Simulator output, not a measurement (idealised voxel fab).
process module | voxel transistor to metal
cross-section cut | 285 nm wide | cells 5 nm
A cross-section is a grid of square cells, given in bands from the top down. A band is one or more rows of cells.
Each band's line starts with the height of the band's top and of its bottom, in nm. Then come its materials from left to right, each with its width in nm. One material with "throughout" fills the band from edge to edge. "air" is empty space.
Height 0 is the level under which the wafer as received is all one material. The lowest band goes on downwards, as in "0 down".
A width such as "30 to 40" changes by the same amount from each row of cells to the next, from the band's top row to its bottom row.
"no change" after a step means that no cell of the cross-section changed.
closed voids: empty space of 8 cells or more with no open way to the top, each as width x height at its distance from the left edge, in nm
after a step's settings: what the simulator itself notes on the step
overlay nm, on a step with a mask: how far to the right of its planned place the mask lay; to the left if negative
Each pair below shows a cross-section before one step and the cross-section after it, down to the lowest band that changed. The line under each pair gives the step between them, with its settings. The pairs can come from different runs of this module on the same starting wafer, so a pair continues from the pair above only where its "before" says so.
before
  55 to 40: SiO2 25 | air 15 | SiO2 65 | air 15 | SiO2 40 | air 15 | SiO2 65 | air 15 | SiO2 30
  40 to 25: SiO2 25 | air 15 | SiO2 15 | SiN 5 | SiCN 25 | SiN 5 | SiO2 15 | air 15 | SiO2 40 | air 15 | SiO2 15 | SiN 5 | SiCN 25 | SiN 5 | SiO2 15 | air 15 | SiO2 30
  25 to 5: SiO2 25 | air 15 | SiO2 15 | SiN 5 | polySi 25 | SiN 5 | SiO2 15 | air 15 | SiO2 40 | air 15 | SiO2 15 | SiN 5 | polySi 25 | SiN 5 | SiO2 15 | air 15 | SiO2 30
  5 to 0: SiO2 25 | air 15 | SiO2 5 | nSi 10 | SiN 5 | polySi 25 | SiN 5 | nSi 10 | SiO2 5 | air 15 | SiO2 40 | air 15 | SiO2 5 | nSi 10 | SiN 5 | polySi 25 | SiN 5 | nSi 10 | SiO2 5 | air 15 | SiO2 30
  0 to -5: SiO2 15 | SiN 10 | nSi 15 | SiO2 5 | nSi 10 | SiO2 35 | nSi 10 | SiO2 5 | nSi 15 | SiN 10 | SiO2 20 | SiN 10 | nSi 15 | SiO2 5 | nSi 10 | SiO2 35 | nSi 10 | SiO2 5 | nSi 15 | SiN 10 | SiO2 20
  -5 to -10: SiO2 30 | nSi 25 | Si 35 | nSi 25 | SiO2 50 | nSi 25 | Si 35 | nSi 25 | SiO2 35
  -10 to -15: SiO2 25 | Si 5 | nSi 25 | Si 35 | nSi 25 | Si 5 | SiO2 40 | Si 5 | nSi 25 | Si 35 | nSi 25 | Si 5 | SiO2 30
  -15 to -40: SiO2 25 | Si 95 | SiO2 40 | Si 95 | SiO2 30
  -40 down: Si throughout
  closed voids: none
after
  60 to 55: TiN 30 | air 5 | TiN 75 | air 5 | TiN 50 | air 5 | TiN 75 | air 5 | TiN 35
  55 to 40: SiO2 25 | TiN 5 | air 5 | TiN 5 | SiO2 65 | TiN 5 | air 5 | TiN 5 | SiO2 40 | TiN 5 | air 5 | TiN 5 | SiO2 65 | TiN 5 | air 5 | TiN 5 | SiO2 30
  40 to 25: SiO2 25 | TiN 5 | air 5 | TiN 5 | SiO2 15 | SiN 5 | SiCN 25 | SiN 5 | SiO2 15 | TiN 5 | air 5 | TiN 5 | SiO2 40 | TiN 5 | air 5 | TiN 5 | SiO2 15 | SiN 5 | SiCN 25 | SiN 5 | SiO2 15 | TiN 5 | air 5 | TiN 5 | SiO2 30
  25 to 5: SiO2 25 | TiN 5 | air 5 | TiN 5 | SiO2 15 | SiN 5 | polySi 25 | SiN 5 | SiO2 15 | TiN 5 | air 5 | TiN 5 | SiO2 40 | TiN 5 | air 5 | TiN 5 | SiO2 15 | SiN 5 | polySi 25 | SiN 5 | SiO2 15 | TiN 5 | air 5 | TiN 5 | SiO2 30
  5 to 0: SiO2 25 | TiN 15 | SiO2 5 | nSi 10 | SiN 5 | polySi 25 | SiN 5 | nSi 10 | SiO2 5 | TiN 15 | SiO2 40 | TiN 15 | SiO2 5 | nSi 10 | SiN 5 | polySi 25 | SiN 5 | nSi 10 | SiO2 5 | TiN 15 | SiO2 30
  below 0: unchanged
  closed voids: none
the step between: op CONFORMAL_DEP | material TiN | thk nm 5
before: the cross-section after the pair above
after
  65 to 60: W throughout
  60 to 55: TiN 30 | W 5 | TiN 75 | W 5 | TiN 50 | W 5 | TiN 75 | W 5 | TiN 35
  55 to 40: SiO2 25 | TiN 5 | W 5 | TiN 5 | SiO2 65 | TiN 5 | W 5 | TiN 5 | SiO2 40 | TiN 5 | W 5 | TiN 5 | SiO2 65 | TiN 5 | W 5 | TiN 5 | SiO2 30
  40 to 25: SiO2 25 | TiN 5 | W 5 | TiN 5 | SiO2 15 | SiN 5 | SiCN 25 | SiN 5 | SiO2 15 | TiN 5 | W 5 | TiN 5 | SiO2 40 | TiN 5 | W 5 | TiN 5 | SiO2 15 | SiN 5 | SiCN 25 | SiN 5 | SiO2 15 | TiN 5 | W 5 | TiN 5 | SiO2 30
  25 to 5: SiO2 25 | TiN 5 | W 5 | TiN 5 | SiO2 15 | SiN 5 | polySi 25 | SiN 5 | SiO2 15 | TiN 5 | W 5 | TiN 5 | SiO2 40 | TiN 5 | W 5 | TiN 5 | SiO2 15 | SiN 5 | polySi 25 | SiN 5 | SiO2 15 | TiN 5 | W 5 | TiN 5 | SiO2 30
  below 5: unchanged
  closed voids: none
the step between: op FILL_DEP | material W | thk nm 5
before: the cross-section after the pair above
after
  55 to 40: SiO2 25 | TiN 5 | W 5 | TiN 5 | SiO2 65 | TiN 5 | W 5 | TiN 5 | SiO2 40 | TiN 5 | W 5 | TiN 5 | SiO2 65 | TiN 5 | W 5 | TiN 5 | SiO2 30
  below 40: unchanged
  closed voids: none
the step between: op CMP | height nm 55
before: the cross-section after the pair above
after
  60 to 55: SiCN throughout
  below 55: unchanged
  closed voids: none
the step between: op CONFORMAL_DEP | material SiCN | thk nm 5
before: the cross-section after the pair above
after
  85 to 60: lowk throughout
  below 60: unchanged
  closed voids: none
the step between: op DIRECTIONAL_DEP | material lowk | thk nm 25
before: the cross-section after the pair above
after
  100 to 85: resist 25 | air 15 | resist 65 | air 15 | resist 40 | air 15 | resist 65 | air 15 | resist 30
  below 85: unchanged
  closed voids: none
the step between: op PATTERN | tone open | mask id METAL_1 | material resist | width nm 15 | thk nm 15 | overlay nm 0
before: the cross-section after the pair above
after
  100 to 85: resist 25 | air 15 | resist 65 | air 15 | resist 40 | air 15 | resist 65 | air 15 | resist 30
  85 to 60: lowk 25 | air 15 | lowk 65 | air 15 | lowk 40 | air 15 | lowk 65 | air 15 | lowk 30
  below 60: unchanged
  closed voids: none
the step between: op DIRECTIONAL_ETCH | etch materials lowk | depth nm 25
before: the cross-section after the pair above
after
  100 to 85: resist 25 | air 15 | resist 65 | air 15 | resist 40 | air 15 | resist 65 | air 15 | resist 30
  85 to 60: lowk 25 | air 15 | lowk 65 | air 15 | lowk 40 | air 15 | lowk 65 | air 15 | lowk 30
  60 to 55: SiCN 25 | air 15 | SiCN 65 | air 15 | SiCN 40 | air 15 | SiCN 65 | air 15 | SiCN 30
  below 55: unchanged
  closed voids: none
the step between: op DIRECTIONAL_ETCH | etch materials SiCN | depth nm 5
before: the cross-section after the pair above
after
  85 to 60: lowk 25 | air 15 | lowk 65 | air 15 | lowk 40 | air 15 | lowk 65 | air 15 | lowk 30
  below 60: unchanged
  closed voids: none
the step between: op STRIP | etch materials resist
before: the cross-section after the pair above
after
  90 to 85: TiN 30 | air 5 | TiN 75 | air 5 | TiN 50 | air 5 | TiN 75 | air 5 | TiN 35
  85 to 60: lowk 25 | TiN 5 | air 5 | TiN 5 | lowk 65 | TiN 5 | air 5 | TiN 5 | lowk 40 | TiN 5 | air 5 | TiN 5 | lowk 65 | TiN 5 | air 5 | TiN 5 | lowk 30
  60 to 55: SiCN 25 | TiN 15 | SiCN 65 | TiN 15 | SiCN 40 | TiN 15 | SiCN 65 | TiN 15 | SiCN 30
  below 55: unchanged
  closed voids: none
the step between: op CONFORMAL_DEP | material TiN | thk nm 5
before: the cross-section after the pair above
after
  100 to 90: Ru throughout
  90 to 85: TiN 30 | Ru 5 | TiN 75 | Ru 5 | TiN 50 | Ru 5 | TiN 75 | Ru 5 | TiN 35
  85 to 60: lowk 25 | TiN 5 | Ru 5 | TiN 5 | lowk 65 | TiN 5 | Ru 5 | TiN 5 | lowk 40 | TiN 5 | Ru 5 | TiN 5 | lowk 65 | TiN 5 | Ru 5 | TiN 5 | lowk 30
  below 60: unchanged
  closed voids: none
the step between: op FILL_DEP | material Ru | thk nm 10
before: the cross-section after the pair above
after
  85 to 60: lowk 25 | TiN 5 | Ru 5 | TiN 5 | lowk 65 | TiN 5 | Ru 5 | TiN 5 | lowk 40 | TiN 5 | Ru 5 | TiN 5 | lowk 65 | TiN 5 | Ru 5 | TiN 5 | lowk 30
  below 60: unchanged
  closed voids: none
the step between: op CMP | height nm 85
before: the cross-section after the pair above
after
  90 to 85: SiCN throughout
  below 85: unchanged
  closed voids: none
the step between: op CONFORMAL_DEP | material SiCN | thk nm 5
before
  55 to 40: SiO2 throughout
  40 to 25: SiO2 55 | SiN 5 | SiCN 25 | SiN 5 | SiO2 100 | SiN 5 | SiCN 25 | SiN 5 | SiO2 60
  25 to 5: SiO2 55 | SiN 5 | polySi 25 | SiN 5 | SiO2 100 | SiN 5 | polySi 25 | SiN 5 | SiO2 60
  5 to 0: SiO2 45 | nSi 10 | SiN 5 | polySi 25 | SiN 5 | nSi 10 | SiO2 80 | nSi 10 | SiN 5 | polySi 25 | SiN 5 | nSi 10 | SiO2 50
  0 to -5: SiO2 45 | nSi 10 | SiO2 35 | nSi 10 | SiO2 80 | nSi 10 | SiO2 35 | nSi 10 | SiO2 50
  -5 to -15: SiO2 25 | nSi 30 | Si 35 | nSi 30 | SiO2 40 | nSi 30 | Si 35 | nSi 30 | SiO2 30
  -15 to -40: SiO2 25 | Si 95 | SiO2 40 | Si 95 | SiO2 30
  -40 down: Si throughout
  closed voids: none
after
  70 to 40: SiO2 throughout
  below 40: unchanged
  closed voids: none
the step between: op DIRECTIONAL_DEP | material SiO2 | thk nm 15
before: the cross-section after the pair above
after
  90 to 70: resist 25 | air 15 | resist 65 | air 15 | resist 40 | air 15 | resist 65 | air 15 | resist 30
  below 70: unchanged
  closed voids: none
the step between: op PATTERN | tone open | mask id CONTACT | material resist | width nm 15 | thk nm 20 | overlay nm 0
before: the cross-section after the pair above
after
  90 to 70: resist 25 | air 15 | resist 65 | air 15 | resist 40 | air 15 | resist 65 | air 15 | resist 30
  70 to 40: SiO2 25 | air 15 | SiO2 65 | air 15 | SiO2 40 | air 15 | SiO2 65 | air 15 | SiO2 30
  40 to 25: SiO2 25 | air 15 | SiO2 15 | SiN 5 | SiCN 25 | SiN 5 | SiO2 15 | air 15 | SiO2 40 | air 15 | SiO2 15 | SiN 5 | SiCN 25 | SiN 5 | SiO2 15 | air 15 | SiO2 30
  25 to 10: SiO2 25 | air 15 | SiO2 15 | SiN 5 | polySi 25 | SiN 5 | SiO2 15 | air 15 | SiO2 40 | air 15 | SiO2 15 | SiN 5 | polySi 25 | SiN 5 | SiO2 15 | air 15 | SiO2 30
  below 10: unchanged
  closed voids: none
the step between: op DIRECTIONAL_ETCH | etch materials SiO2 | depth nm 60
before: the cross-section after the pair above
after
  70 to 40: SiO2 25 | air 15 | SiO2 65 | air 15 | SiO2 40 | air 15 | SiO2 65 | air 15 | SiO2 30
  below 40: unchanged
  closed voids: none
the step between: op STRIP | etch materials resist
before: the cross-section after the pair above
after
  75 to 70: TiN 30 | air 5 | TiN 75 | air 5 | TiN 50 | air 5 | TiN 75 | air 5 | TiN 35
  70 to 40: SiO2 25 | TiN 5 | air 5 | TiN 5 | SiO2 65 | TiN 5 | air 5 | TiN 5 | SiO2 40 | TiN 5 | air 5 | TiN 5 | SiO2 65 | TiN 5 | air 5 | TiN 5 | SiO2 30
  40 to 25: SiO2 25 | TiN 5 | air 5 | TiN 5 | SiO2 15 | SiN 5 | SiCN 25 | SiN 5 | SiO2 15 | TiN 5 | air 5 | TiN 5 | SiO2 40 | TiN 5 | air 5 | TiN 5 | SiO2 15 | SiN 5 | SiCN 25 | SiN 5 | SiO2 15 | TiN 5 | air 5 | TiN 5 | SiO2 30
  25 to 15: SiO2 25 | TiN 5 | air 5 | TiN 5 | SiO2 15 | SiN 5 | polySi 25 | SiN 5 | SiO2 15 | TiN 5 | air 5 | TiN 5 | SiO2 40 | TiN 5 | air 5 | TiN 5 | SiO2 15 | SiN 5 | polySi 25 | SiN 5 | SiO2 15 | TiN 5 | air 5 | TiN 5 | SiO2 30
  15 to 10: SiO2 25 | TiN 15 | SiO2 15 | SiN 5 | polySi 25 | SiN 5 | SiO2 15 | TiN 15 | SiO2 40 | TiN 15 | SiO2 15 | SiN 5 | polySi 25 | SiN 5 | SiO2 15 | TiN 15 | SiO2 30
  below 10: unchanged
  closed voids: none
the step between: op CONFORMAL_DEP | material TiN | thk nm 5
before: the cross-section after the pair above
after
  80 to 75: W throughout
  75 to 70: TiN 30 | W 5 | TiN 75 | W 5 | TiN 50 | W 5 | TiN 75 | W 5 | TiN 35
  70 to 40: SiO2 25 | TiN 5 | W 5 | TiN 5 | SiO2 65 | TiN 5 | W 5 | TiN 5 | SiO2 40 | TiN 5 | W 5 | TiN 5 | SiO2 65 | TiN 5 | W 5 | TiN 5 | SiO2 30
  40 to 25: SiO2 25 | TiN 5 | W 5 | TiN 5 | SiO2 15 | SiN 5 | SiCN 25 | SiN 5 | SiO2 15 | TiN 5 | W 5 | TiN 5 | SiO2 40 | TiN 5 | W 5 | TiN 5 | SiO2 15 | SiN 5 | SiCN 25 | SiN 5 | SiO2 15 | TiN 5 | W 5 | TiN 5 | SiO2 30
  25 to 15: SiO2 25 | TiN 5 | W 5 | TiN 5 | SiO2 15 | SiN 5 | polySi 25 | SiN 5 | SiO2 15 | TiN 5 | W 5 | TiN 5 | SiO2 40 | TiN 5 | W 5 | TiN 5 | SiO2 15 | SiN 5 | polySi 25 | SiN 5 | SiO2 15 | TiN 5 | W 5 | TiN 5 | SiO2 30
  below 15: unchanged
  closed voids: none
the step between: op FILL_DEP | material W | thk nm 5
before: the cross-section after the pair above
after
  55 to 40: SiO2 25 | TiN 5 | W 5 | TiN 5 | SiO2 65 | TiN 5 | W 5 | TiN 5 | SiO2 40 | TiN 5 | W 5 | TiN 5 | SiO2 65 | TiN 5 | W 5 | TiN 5 | SiO2 30
  below 40: unchanged
  closed voids: none
the step between: op CMP | height nm 55
before: the cross-section after the pair above
after
  60 to 55: SiCN throughout
  below 55: unchanged
  closed voids: none
the step between: op CONFORMAL_DEP | material SiCN | thk nm 5
before: the cross-section after the pair above
after
  85 to 60: lowk throughout
  below 60: unchanged
  closed voids: none
the step between: op DIRECTIONAL_DEP | material lowk | thk nm 25
before: the cross-section after the pair above
after
  100 to 85: resist 25 | air 15 | resist 65 | air 15 | resist 40 | air 15 | resist 65 | air 15 | resist 30
  below 85: unchanged
  closed voids: none
the step between: op PATTERN | tone open | mask id METAL_1 | material resist | width nm 15 | thk nm 15 | overlay nm 0
before: the cross-section after the pair above
after
  100 to 85: resist 25 | air 15 | resist 65 | air 15 | resist 40 | air 15 | resist 65 | air 15 | resist 30
  85 to 60: lowk 25 | air 15 | lowk 65 | air 15 | lowk 40 | air 15 | lowk 65 | air 15 | lowk 30
  below 60: unchanged
  closed voids: none
the step between: op DIRECTIONAL_ETCH | etch materials lowk | depth nm 25
before: the cross-section after the pair above
after
  100 to 85: resist 25 | air 15 | resist 65 | air 15 | resist 40 | air 15 | resist 65 | air 15 | resist 30
  85 to 60: lowk 25 | air 15 | lowk 65 | air 15 | lowk 40 | air 15 | lowk 65 | air 15 | lowk 30
  60 to 55: SiCN 25 | air 15 | SiCN 65 | air 15 | SiCN 40 | air 15 | SiCN 65 | air 15 | SiCN 30
  below 55: unchanged
  closed voids: none
the step between: op DIRECTIONAL_ETCH | etch materials SiCN | depth nm 5
before: the cross-section after the pair above
after
  85 to 60: lowk 25 | air 15 | lowk 65 | air 15 | lowk 40 | air 15 | lowk 65 | air 15 | lowk 30
  below 60: unchanged
  closed voids: none
the step between: op STRIP | etch materials resist
before: the cross-section after the pair above
after
  90 to 85: TiN 30 | air 5 | TiN 75 | air 5 | TiN 50 | air 5 | TiN 75 | air 5 | TiN 35
  85 to 60: lowk 25 | TiN 5 | air 5 | TiN 5 | lowk 65 | TiN 5 | air 5 | TiN 5 | lowk 40 | TiN 5 | air 5 | TiN 5 | lowk 65 | TiN 5 | air 5 | TiN 5 | lowk 30
  60 to 55: SiCN 25 | TiN 15 | SiCN 65 | TiN 15 | SiCN 40 | TiN 15 | SiCN 65 | TiN 15 | SiCN 30
  below 55: unchanged
  closed voids: none
the step between: op CONFORMAL_DEP | material TiN | thk nm 5
before: the cross-section after the pair above
after
  100 to 90: Ru throughout
  90 to 85: TiN 30 | Ru 5 | TiN 75 | Ru 5 | TiN 50 | Ru 5 | TiN 75 | Ru 5 | TiN 35
  85 to 60: lowk 25 | TiN 5 | Ru 5 | TiN 5 | lowk 65 | TiN 5 | Ru 5 | TiN 5 | lowk 40 | TiN 5 | Ru 5 | TiN 5 | lowk 65 | TiN 5 | Ru 5 | TiN 5 | lowk 30
  below 60: unchanged
  closed voids: none
the step between: op FILL_DEP | material Ru | thk nm 10
before: the cross-section after the pair above
after
  85 to 60: lowk 25 | TiN 5 | Ru 5 | TiN 5 | lowk 65 | TiN 5 | Ru 5 | TiN 5 | lowk 40 | TiN 5 | Ru 5 | TiN 5 | lowk 65 | TiN 5 | Ru 5 | TiN 5 | lowk 30
  below 60: unchanged
  closed voids: none
the step between: op CMP | height nm 85
before: the cross-section after the pair above
after
  90 to 85: SiCN throughout
  below 85: unchanged
  closed voids: none
the step between: op CONFORMAL_DEP | material SiCN | thk nm 5
before
  15 to 5: SiO2 20 | SiN 105 | SiO2 30 | SiN 105 | SiO2 25
  5 to 0: SiO2 throughout
  0 to -40: SiO2 25 | Si 95 | SiO2 40 | Si 95 | SiO2 30
  -40 down: Si throughout
  closed voids: none
after
  15 to 5: SiO2 20 | air 105 | SiO2 30 | air 105 | SiO2 25
  below 5: unchanged
  closed voids: none
the step between: op STRIP | etch materials SiN
before: the cross-section after the pair above
after
  5 to 0: SiO2 10 | air 125 | SiO2 10 | air 125 | SiO2 15
  0 to -5: SiO2 10 | air 15 | Si 95 | air 15 | SiO2 10 | air 15 | Si 95 | air 15 | SiO2 15
  below -5: unchanged
  closed voids: none
the step between: op SELECTIVE_ETCH | etch materials SiO2 | depth nm 10
before: the cross-section after the pair above
after
  0 to -10: SiO2 5 | air 20 | Si 95 | air 40 | Si 95 | air 20 | SiO2 10
  below -10: unchanged
  closed voids: none
the step between: op SELECTIVE_ETCH | etch materials SiO2 | depth nm 5
before: the cross-section after the pair above
after
  0 to -5: SiO2 5 | air 20 | SiO2 95 | air 40 | SiO2 95 | air 20 | SiO2 10
  -5 to -10: SiO2 5 | air 20 | SiO2 5 | Si 85 | SiO2 5 | air 40 | SiO2 5 | Si 85 | SiO2 5 | air 20 | SiO2 10
  -10 to -15: SiO2 30 | Si 85 | SiO2 50 | Si 85 | SiO2 35
  below -15: unchanged
  closed voids: none
the step between: op OXIDIZE | depth nm 5
before: the cross-section after the pair above
after
  25 to 15: polySi 5 | air 20 | polySi 95 | air 40 | polySi 95 | air 20 | polySi 10
  15 to 0: polySi throughout
  0 to -5: SiO2 5 | polySi 20 | SiO2 95 | polySi 40 | SiO2 95 | polySi 20 | SiO2 10
  -5 to -10: SiO2 5 | polySi 20 | SiO2 5 | Si 85 | SiO2 5 | polySi 40 | SiO2 5 | Si 85 | SiO2 5 | polySi 20 | SiO2 10
  below -10: unchanged
  closed voids: none
the step between: op DIRECTIONAL_DEP | material polySi | thk nm 25
before: the cross-section after the pair above
after
  40 to 30: SiCN 5 | air 20 | SiCN 95 | air 40 | SiCN 95 | air 20 | SiCN 10
  30 to 25: SiCN throughout
  25 to 15: polySi 5 | SiCN 20 | polySi 95 | SiCN 40 | polySi 95 | SiCN 20 | polySi 10
  below 15: unchanged
  closed voids: none
the step between: op DIRECTIONAL_DEP | material SiCN | thk nm 15
before: the cross-section after the pair above
after
  40 to 25: air 60 | SiCN 25 | air 110 | SiCN 25 | air 65
  25 to 15: polySi 5 | air 20 | polySi 95 | air 40 | polySi 95 | air 20 | polySi 10
  below 15: unchanged
  closed voids: none
the step between: op MASKED_ETCH | tone cover | mask id GATE | width nm 25 | pitch nm 135 | etch materials SiCN | depth nm 25 | overlay nm 0
before: the cross-section after the pair above
after
  40 to 25: air 60 | SiCN 25 | air 110 | SiCN 25 | air 65
  25 to 0: air 60 | polySi 25 | air 110 | polySi 25 | air 65
  0 to -5: SiO2 5 | air 20 | SiO2 95 | air 40 | SiO2 95 | air 20 | SiO2 10
  -5 to -10: SiO2 5 | air 20 | SiO2 5 | Si 85 | SiO2 5 | air 40 | SiO2 5 | Si 85 | SiO2 5 | air 20 | SiO2 10
  below -10: unchanged
  closed voids: none
the step between: op MASKED_ETCH | tone cover | mask id GATE | width nm 25 | pitch nm 135 | etch materials polySi | depth nm 35 | overlay nm 0
before: the cross-section after the pair above
after
  45 to 40: air 55 | SiN 35 | air 100 | SiN 35 | air 60
  40 to 25: air 55 | SiN 5 | SiCN 25 | SiN 5 | air 100 | SiN 5 | SiCN 25 | SiN 5 | air 60
  25 to 5: air 55 | SiN 5 | polySi 25 | SiN 5 | air 100 | SiN 5 | polySi 25 | SiN 5 | air 60
  5 to 0: SiN 10 | air 10 | SiN 40 | polySi 25 | SiN 40 | air 30 | SiN 40 | polySi 25 | SiN 40 | air 10 | SiN 15
  0 to -5: SiO2 5 | SiN 5 | air 10 | SiN 5 | SiO2 95 | SiN 5 | air 30 | SiN 5 | SiO2 95 | SiN 5 | air 10 | SiN 5 | SiO2 10
  -5 to -10: SiO2 5 | SiN 20 | SiO2 5 | Si 85 | SiO2 5 | SiN 40 | SiO2 5 | Si 85 | SiO2 5 | SiN 20 | SiO2 10
  below -10: unchanged
  closed voids: none
the step between: op CONFORMAL_DEP | material SiN | thk nm 5
before: the cross-section after the pair above
after
  40 to 25: air 55 | SiN 5 | SiCN 25 | SiN 5 | air 100 | SiN 5 | SiCN 25 | SiN 5 | air 60
  25 to 0: air 55 | SiN 5 | polySi 25 | SiN 5 | air 100 | SiN 5 | polySi 25 | SiN 5 | air 60
  0 to -5: SiO2 5 | SiN 5 | air 10 | SiN 5 | SiO2 95 | SiN 5 | air 30 | SiN 5 | SiO2 95 | SiN 5 | air 10 | SiN 5 | SiO2 10
  -5 to -10: SiO2 5 | SiN 5 | air 10 | SiN 5 | SiO2 5 | Si 85 | SiO2 5 | SiN 5 | air 30 | SiN 5 | SiO2 5 | Si 85 | SiO2 5 | SiN 5 | air 10 | SiN 5 | SiO2 10
  below -10: unchanged
  closed voids: none
the step between: op DIRECTIONAL_ETCH | etch materials SiN | depth nm 5
before: the cross-section after the pair above
after
  40 to 25: air 55 | SiN 5 | SiCN 25 | SiN 5 | air 100 | SiN 5 | SiCN 25 | SiN 5 | air 60
  25 to 0: air 55 | SiN 5 | polySi 25 | SiN 5 | air 100 | SiN 5 | polySi 25 | SiN 5 | air 60
  0 to -5: air 5 | SiN 5 | air 10 | SiN 5 | air 30 | SiO2 35 | air 30 | SiN 5 | air 30 | SiN 5 | air 30 | SiO2 35 | air 30 | SiN 5 | air 10 | SiN 5 | air 10
  -5 to -10: SiO2 5 | SiN 5 | air 10 | SiN 5 | SiO2 5 | Si 85 | SiO2 5 | SiN 5 | air 30 | SiN 5 | SiO2 5 | Si 85 | SiO2 5 | SiN 5 | air 10 | SiN 5 | SiO2 10
  -10 to -15: SiO2 10 | air 10 | SiO2 10 | Si 85 | SiO2 10 | air 30 | SiO2 10 | Si 85 | SiO2 10 | air 10 | SiO2 15
  below -15: unchanged
  closed voids: none
the step between: op DIRECTIONAL_ETCH | etch materials SiO2 | depth nm 5
before: the cross-section after the pair above
after
  40 to 25: air 55 | SiN 5 | SiCN 25 | SiN 5 | air 100 | SiN 5 | SiCN 25 | SiN 5 | air 60
  25 to 0: air 55 | SiN 5 | polySi 25 | SiN 5 | air 100 | SiN 5 | polySi 25 | SiN 5 | air 60
  0 to -5: air 5 | SiN 5 | air 10 | SiN 5 | air 30 | SiO2 35 | air 30 | SiN 5 | air 30 | SiN 5 | air 30 | SiO2 35 | air 30 | SiN 5 | air 10 | SiN 5 | air 10
  -5 to -10: SiO2 5 | SiN 5 | air 10 | SiN 5 | SiO2 5 | air 25 | Si 35 | air 25 | SiO2 5 | SiN 5 | air 30 | SiN 5 | SiO2 5 | air 25 | Si 35 | air 25 | SiO2 5 | SiN 5 | air 10 | SiN 5 | SiO2 10
  -10 to -15: SiO2 10 | air 10 | SiO2 10 | air 25 | Si 35 | air 25 | SiO2 10 | air 30 | SiO2 10 | air 25 | Si 35 | air 25 | SiO2 10 | air 10 | SiO2 15
  below -15: unchanged
  closed voids: none
the step between: op DIRECTIONAL_ETCH | etch materials Si | depth nm 10
before: the cross-section after the pair above
after
  40 to 25: air 55 | SiN 5 | SiCN 25 | SiN 5 | air 100 | SiN 5 | SiCN 25 | SiN 5 | air 60
  25 to 5: air 55 | SiN 5 | polySi 25 | SiN 5 | air 100 | SiN 5 | polySi 25 | SiN 5 | air 60
  5 to 0: air 45 | nSi 10 | SiN 5 | polySi 25 | SiN 5 | nSi 10 | air 80 | nSi 10 | SiN 5 | polySi 25 | SiN 5 | nSi 10 | air 50
  0 to -5: air 5 | SiN 5 | air 10 | SiN 5 | air 20 | nSi 10 | SiO2 35 | nSi 10 | air 20 | SiN 5 | air 30 | SiN 5 | air 20 | nSi 10 | SiO2 35 | nSi 10 | air 20 | SiN 5 | air 10 | SiN 5 | air 10
  -5 to -10: SiO2 5 | SiN 5 | air 10 | SiN 5 | SiO2 5 | nSi 25 | Si 35 | nSi 25 | SiO2 5 | SiN 5 | air 30 | SiN 5 | SiO2 5 | nSi 25 | Si 35 | nSi 25 | SiO2 5 | SiN 5 | air 10 | SiN 5 | SiO2 10
  -10 to -15: SiO2 10 | air 10 | SiO2 10 | nSi 25 | Si 35 | nSi 25 | SiO2 10 | air 30 | SiO2 10 | nSi 25 | Si 35 | nSi 25 | SiO2 10 | air 10 | SiO2 15
  below -15: unchanged
  closed voids: none
the step between: op EPI | material nSi | thk nm 10
before: the cross-section after the pair above
after
  45 to 40: SiO2 throughout
  40 to 25: SiO2 55 | SiN 5 | SiCN 25 | SiN 5 | SiO2 100 | SiN 5 | SiCN 25 | SiN 5 | SiO2 60
  25 to 5: SiO2 55 | SiN 5 | polySi 25 | SiN 5 | SiO2 100 | SiN 5 | polySi 25 | SiN 5 | SiO2 60
  5 to 0: SiO2 45 | nSi 10 | SiN 5 | polySi 25 | SiN 5 | nSi 10 | SiO2 80 | nSi 10 | SiN 5 | polySi 25 | SiN 5 | nSi 10 | SiO2 50
  0 to -5: SiO2 5 | SiN 5 | SiO2 10 | SiN 5 | SiO2 20 | nSi 10 | SiO2 35 | nSi 10 | SiO2 20 | SiN 5 | SiO2 30 | SiN 5 | SiO2 20 | nSi 10 | SiO2 35 | nSi 10 | SiO2 20 | SiN 5 | SiO2 10 | SiN 5 | SiO2 10
  -5 to -10: SiO2 5 | SiN 5 | SiO2 10 | SiN 5 | SiO2 5 | nSi 25 | Si 35 | nSi 25 | SiO2 5 | SiN 5 | SiO2 30 | SiN 5 | SiO2 5 | nSi 25 | Si 35 | nSi 25 | SiO2 5 | SiN 5 | SiO2 10 | SiN 5 | SiO2 10
  -10 to -15: SiO2 30 | nSi 25 | Si 35 | nSi 25 | SiO2 50 | nSi 25 | Si 35 | nSi 25 | SiO2 35
  below -15: unchanged
  closed voids: none
the step between: op FILL_DEP | material SiO2 | thk nm 5
before: the cross-section after the pair above
after
  40 to 25: SiO2 55 | SiN 5 | SiCN 25 | SiN 5 | SiO2 100 | SiN 5 | SiCN 25 | SiN 5 | SiO2 60
  below 25: unchanged
  closed voids: none
the step between: op CMP | height nm 40
before: the cross-section after the pair above
after
  55 to 40: SiO2 throughout
  below 40: unchanged
  closed voids: none
the step between: op DIRECTIONAL_DEP | material SiO2 | thk nm 15
before: the cross-section after the pair above
after
  75 to 55: resist 25 | air 15 | resist 65 | air 15 | resist 40 | air 15 | resist 65 | air 15 | resist 30
  below 55: unchanged
  closed voids: none
the step between: op PATTERN | tone open | mask id CONTACT | material resist | width nm 15 | thk nm 20 | overlay nm 0
before: the cross-section after the pair above
after
  75 to 55: resist 25 | air 15 | resist 65 | air 15 | resist 40 | air 15 | resist 65 | air 15 | resist 30
  55 to 40: SiO2 25 | air 15 | SiO2 65 | air 15 | SiO2 40 | air 15 | SiO2 65 | air 15 | SiO2 30
  40 to 25: SiO2 25 | air 15 | SiO2 15 | SiN 5 | SiCN 25 | SiN 5 | SiO2 15 | air 15 | SiO2 40 | air 15 | SiO2 15 | SiN 5 | SiCN 25 | SiN 5 | SiO2 15 | air 15 | SiO2 30
  25 to 5: SiO2 25 | air 15 | SiO2 15 | SiN 5 | polySi 25 | SiN 5 | SiO2 15 | air 15 | SiO2 40 | air 15 | SiO2 15 | SiN 5 | polySi 25 | SiN 5 | SiO2 15 | air 15 | SiO2 30
  5 to 0: SiO2 25 | air 15 | SiO2 5 | nSi 10 | SiN 5 | polySi 25 | SiN 5 | nSi 10 | SiO2 5 | air 15 | SiO2 40 | air 15 | SiO2 5 | nSi 10 | SiN 5 | polySi 25 | SiN 5 | nSi 10 | SiO2 5 | air 15 | SiO2 30
  0 to -5: SiO2 5 | SiN 5 | SiO2 10 | SiN 5 | air 15 | SiO2 5 | nSi 10 | SiO2 35 | nSi 10 | SiO2 5 | air 15 | SiN 5 | SiO2 30 | SiN 5 | air 15 | SiO2 5 | nSi 10 | SiO2 35 | nSi 10 | SiO2 5 | air 15 | SiN 5 | SiO2 10 | SiN 5 | SiO2 10
  below -5: unchanged
  closed voids: none
the step between: op DIRECTIONAL_ETCH | etch materials SiO2 | depth nm 60
before: the cross-section after the pair above
after
  55 to 40: SiO2 25 | air 15 | SiO2 65 | air 15 | SiO2 40 | air 15 | SiO2 65 | air 15 | SiO2 30
  below 40: unchanged
  closed voids: none
the step between: op STRIP | etch materials resist
